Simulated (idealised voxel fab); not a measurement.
The following is a process module called voxel self aligned vias.
cross-section cut | 265 nm wide | cells 5 nm
Square cells in a grid make up a cross-section in this document, and the grid is given as bands, listed from the top down, each one or more rows of cells.
This entry defines a band. It first specifies the height of the band's top and the height of its bottom in nm, and then specifies the band's materials from left to right, stating each material with its width in nm. The word "all across" identifies a single material that fills the band from edge to edge, while the word "blank" identifies empty space.
The reference from which all heights are counted is 0, the level beneath which the as-received wafer is entirely one material; the lowest band, having no lower bound, proceeds downward and is written after the example "top 0, no bottom".
The expression "30..40" gives the width at the extremes of the band, the first number at its top row of cells and the second at its bottom row, with the width changing by equal amounts from each row to the next in between.
"identical to before", as given for a step, is the statement that not any cell of the cross-section underwent a change during that step.
Entry "Enclosed void catalog" = empty spaces >= 8 cells with no open way to the top; each as width x height at distance, distance from left edge, all nm.
If you see something after the settings on a step's line, that's the simulator's own remark about that step.
When a step includes a mask, the "overlay nm" setting on its line states how far to the right of its planned place that mask lay, and negative values state how far to the left.
Steps in the process plan
step 1: RECEIVE with material Si
step 2: CONFORMAL_DEP with material SiO2, thk nm 10
step 3: CONFORMAL_DEP with material SiCN, thk nm 5
step 4: DIRECTIONAL_DEP with material lowk, thk nm 25
step 5: MASKED_ETCH with tone open, mask id LINES, width nm 25, pitch nm 65, etch materials lowk, depth nm 25, overlay nm 0
step 6: CONFORMAL_DEP with material TiN, thk nm 5
step 7: FILL_DEP with material W, thk nm 5
step 8: CMP with height nm 40
step 9: SELECTIVE_ETCH with etch materials W Ru TiN, depth nm 10
step 10: FILL_DEP with material SiN, thk nm 10
step 11: CMP with height nm 40
step 12: DIRECTIONAL_DEP with material lowk, thk nm 15
step 13: DIRECTIONAL_DEP with material aC, thk nm 15
step 14: PATTERN with tone open, mask id VIAS, material resist, width nm 35, pitch nm 130, thk nm 30, overlay nm 0
step 15: DIRECTIONAL_ETCH with etch materials aC, depth nm 5
step 16: STRIP with etch materials resist
step 17: DIRECTIONAL_ETCH with etch materials lowk, depth nm 15
step 18: DIRECTIONAL_ETCH with etch materials SiN, depth nm 10
step 19: STRIP with etch materials aC
step 20: CONFORMAL_DEP with material TiN, thk nm 5
step 21: FILL_DEP with material Cu, thk nm 5
step 22: CMP with height nm 55
step 23: CONFORMAL_DEP with material SiCN, thk nm 5
Be aware that, although all wafers share a common starting state, the depth nm at step 15 differs among them, and the plan displays the first wafer's value.
First wafer as received, after step 1
  top 0, no bottom  Si all across
  Enclosed void catalog: none
The first of several wafers, seen in cross-section after the module's last step, step 23
  top 60, bottom 55  SiCN all across
  top 55, bottom 40  lowk all across
  top 40, bottom 30  lowk 55 nm  SiN 25 nm  lowk 40 nm  SiN 25 nm  lowk 40 nm  SiN 25 nm  lowk 55 nm
  top 30, bottom 20  lowk 55 nm  TiN 5 nm  W 15 nm  TiN 5 nm  lowk 40 nm  TiN 5 nm  W 15 nm  TiN 5 nm  lowk 40 nm  TiN 5 nm  W 15 nm  TiN 5 nm  lowk 55 nm
  top 20, bottom 15  lowk 55 nm  TiN 25 nm  lowk 40 nm  TiN 25 nm  lowk 40 nm  TiN 25 nm  lowk 55 nm
  top 15, bottom 10  SiCN all across
  top 10, bottom 0  SiO2 all across
  top 0, no bottom  Si all across
  Enclosed void catalog: none
Last wafer x-sec, end of module
  top 60, bottom 55  SiCN all across
  top 55, bottom 45  lowk 50 nm  TiN 5 nm  Cu 25 nm  TiN 5 nm  lowk 95 nm  TiN 5 nm  Cu 25 nm  TiN 5 nm  lowk 50 nm
  top 45, bottom 40  lowk 50 nm  TiN 10 nm  Cu 15 nm  TiN 10 nm  lowk 95 nm  TiN 10 nm  Cu 15 nm  TiN 10 nm  lowk 50 nm
  top 40, bottom 35  lowk 55 nm  TiN 5 nm  Cu 15 nm  TiN 5 nm  lowk 40 nm  SiN 25 nm  lowk 40 nm  TiN 5 nm  Cu 15 nm  TiN 5 nm  lowk 55 nm
  top 35, bottom 30  lowk 55 nm  TiN 25 nm  lowk 40 nm  SiN 25 nm  lowk 40 nm  TiN 25 nm  lowk 55 nm
  top 30, bottom 20  lowk 55 nm  TiN 5 nm  W 15 nm  TiN 5 nm  lowk 40 nm  TiN 5 nm  W 15 nm  TiN 5 nm  lowk 40 nm  TiN 5 nm  W 15 nm  TiN 5 nm  lowk 55 nm
  top 20, bottom 15  lowk 55 nm  TiN 25 nm  lowk 40 nm  TiN 25 nm  lowk 40 nm  TiN 25 nm  lowk 55 nm
  top 15, bottom 10  SiCN all across
  top 10, bottom 0  SiO2 all across
  top 0, no bottom  Si all across
  Enclosed void catalog: none
For your reference, the table is organized with a row per wafer; each row reflects the wafer at the end of the module, indicating for each material the cells gained (+) or lost (-) since receipt, and thereafter its closed voids
depth nm 5 | +106 SiCN | +30 SiN | +106 SiO2 | +27 TiN | +18 W | +349 lowk | Enclosed void catalog: none
depth nm 10 | +106 SiCN | +30 SiN | +106 SiO2 | +27 TiN | +18 W | +349 lowk | Enclosed void catalog: none
depth nm 15 | +32 Cu | +106 SiCN | +10 SiN | +106 SiO2 | +57 TiN | +18 W | +307 lowk | Enclosed void catalog: none
depth nm 20 | +32 Cu | +106 SiCN | +10 SiN | +106 SiO2 | +57 TiN | +18 W | +307 lowk | Enclosed void catalog: none
depth nm 25 | +32 Cu | +106 SiCN | +10 SiN | +106 SiO2 | +57 TiN | +18 W | +307 lowk | Enclosed void catalog: none
depth nm 30 | +32 Cu | +106 SiCN | +10 SiN | +106 SiO2 | +57 TiN | +18 W | +307 lowk | Enclosed void catalog: none
